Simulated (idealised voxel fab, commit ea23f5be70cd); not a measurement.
process module | voxel ribs on slabs
cross-section cut | 200 nm wide | cells 5 nm
A cross-section is a grid of square cells, given in bands from the top down. A band is one or more rows of cells.
Each band's line starts with the height of the band's top and of its bottom, in nm. Then come its materials from left to right, each with its width in nm. One material with "throughout" fills the band from edge to edge. "air" is empty space.
Height 0 is the level under which the wafer as received is all one material. The lowest band goes on downwards, as in "0 down".
A width such as "30 to 40" changes by the same amount from each row of cells to the next, from the band's top row to its bottom row.
"no change" after a step means that no cell of the cross-section changed.
closed voids: empty space of 8 cells or more with no open way to the top, each as width x height at its distance from the left edge, in nm
after a step's settings: what the simulator itself notes on the step
overlay nm, on a step with a mask: how far to the right of its planned place the mask lay; to the left if negative
plan
1 op RECEIVE | material Si
2 op DIRECTIONAL_DEP | material SiO2 | thk nm 25
3 op DIRECTIONAL_DEP | material polySi | thk nm 25
4 op PATTERN | tone cover | mask id RIB | material resist | width nm 15 | thk nm 15 | overlay nm 0
5 op DIRECTIONAL_ETCH | etch materials polySi | depth nm 15
6 op STRIP | etch materials resist
7 op PATTERN | tone cover | mask id SLAB | material resist | width nm 45 | thk nm 20 | overlay nm 0
8 op DIRECTIONAL_ETCH | etch materials polySi | depth nm 10
9 op STRIP | etch materials resist
10 op FILL_DEP | material SiO2 | thk nm 25
11 op CMP | height nm 70
12 op DIRECTIONAL_DEP | material W | thk nm 5
13 op DIRECTIONAL_DEP | material aC | thk nm 10
14 op PATTERN | tone cover | mask id HEATER | material resist | width nm 15 | thk nm 25 | overlay nm 0
15 op DIRECTIONAL_ETCH | etch materials aC | depth nm 10
16 op STRIP | etch materials resist
17 op DIRECTIONAL_ETCH | etch materials W | depth nm 5
18 op STRIP | etch materials aC
19 op CONFORMAL_DEP | material SiN | thk nm 5
varied across the wafers: width nm of step 14. The plan shows the first wafer's value. All wafers start alike
first wafer as received, after step 1
  0 down: Si throughout
  closed voids: none
each wafer at the end: cells of each material gained (+) or lost (-) since it was received, then its closed voids
width nm 15 | +42 SiN | +533 SiO2 | +3 W | +27 polySi | closed voids: none
width nm 20 | +42 SiN | +533 SiO2 | +4 W | +27 polySi | closed voids: none
width nm 25 | +42 SiN | +533 SiO2 | +5 W | +27 polySi | closed voids: none
width nm 30 | +42 SiN | +533 SiO2 | +6 W | +27 polySi | closed voids: none
width nm 35 | +42 SiN | +533 SiO2 | +7 W | +27 polySi | closed voids: none
width nm 40 | +42 SiN | +533 SiO2 | +8 W | +27 polySi | closed voids: none
